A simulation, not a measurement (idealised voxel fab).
process module | voxel self aligned vias
cross-section cut | 180 nm wide | cells 5 nm
A cross-section is a grid of square cells, given in bands from the top down. A band is one or more rows of cells.
Each band's line starts with the height of the band's top and of its bottom, in nm. Then come its materials from left to right, each with its width in nm. One material with "throughout" fills the band from edge to edge. "air" is empty space.
Height 0 is the level under which the wafer as received is all one material. The lowest band goes on downwards, as in "0 down".
A width such as "30 to 40" changes by the same amount from each row of cells to the next, from the band's top row to its bottom row.
"no change" after a step means that no cell of the cross-section changed.
closed voids: empty space of 8 cells or more with no open way to the top, each as width x height at its distance from the left edge, in nm
after a step's settings: what the simulator itself notes on the step
overlay nm, on a step with a mask: how far to the right of its planned place the mask lay; to the left if negative
plan
1 op RECEIVE | material Si
2 op CONFORMAL_DEP | material SiO2 | thk nm 10
3 op CONFORMAL_DEP | material SiCN | thk nm 5
4 op DIRECTIONAL_DEP | material SiO2 | thk nm 20
5 op MASKED_ETCH | tone open | mask id LINES | width nm 25 | pitch nm 70 | etch materials SiO2 | depth nm 20 | overlay nm 0
6 op CONFORMAL_DEP | material TiN | thk nm 5
7 op FILL_DEP | material W | thk nm 10
8 op CMP | height nm 35
9 op SELECTIVE_ETCH | etch materials W Ru TiN | depth nm 5
10 op FILL_DEP | material SiN | thk nm 10
11 op CMP | height nm 35
12 op DIRECTIONAL_DEP | material SiO2 | thk nm 20
13 op PATTERN | tone open | mask id VIAS | material resist | width nm 45 | pitch nm 70 | thk nm 15 | overlay nm 0
14 op DIRECTIONAL_ETCH | etch materials SiO2 | depth nm 20
15 op DIRECTIONAL_ETCH | etch materials SiN | depth nm 5
16 op STRIP | etch materials resist
17 op CONFORMAL_DEP | material TiN | thk nm 5
18 op FILL_DEP | material Cu | thk nm 10
19 op CMP | height nm 55
20 op CONFORMAL_DEP | material SiN | thk nm 5
as received, after step 1
  0 down: Si throughout
  closed voids: none
a wafer at the end: this start, this plan, one mistake
  60 to 55: SiN throughout
  55 to 40: SiO2 30 | SiN 5 | Cu 35 | SiN 5 | SiO2 25 | SiN 5 | Cu 35 | SiN 5 | SiO2 35
  40 to 35: SiO2 30 | SiN 15 | Cu 15 | SiN 15 | SiO2 25 | SiN 15 | Cu 15 | SiN 15 | SiO2 35
  35 to 30: SiO2 40 | SiN 25 | SiO2 45 | SiN 25 | SiO2 45
  30 to 20: SiO2 40 | TiN 5 | W 15 | TiN 5 | SiO2 45 | TiN 5 | W 15 | TiN 5 | SiO2 45
  20 to 15: SiO2 40 | TiN 25 | SiO2 45 | TiN 25 | SiO2 45
  15 to 10: SiCN throughout
  10 to 0: SiO2 throughout
  0 down: Si throughout
  closed voids: none
what went wrong: step 17 ran as: op CONFORMAL_DEP | material SiN | thk nm 5
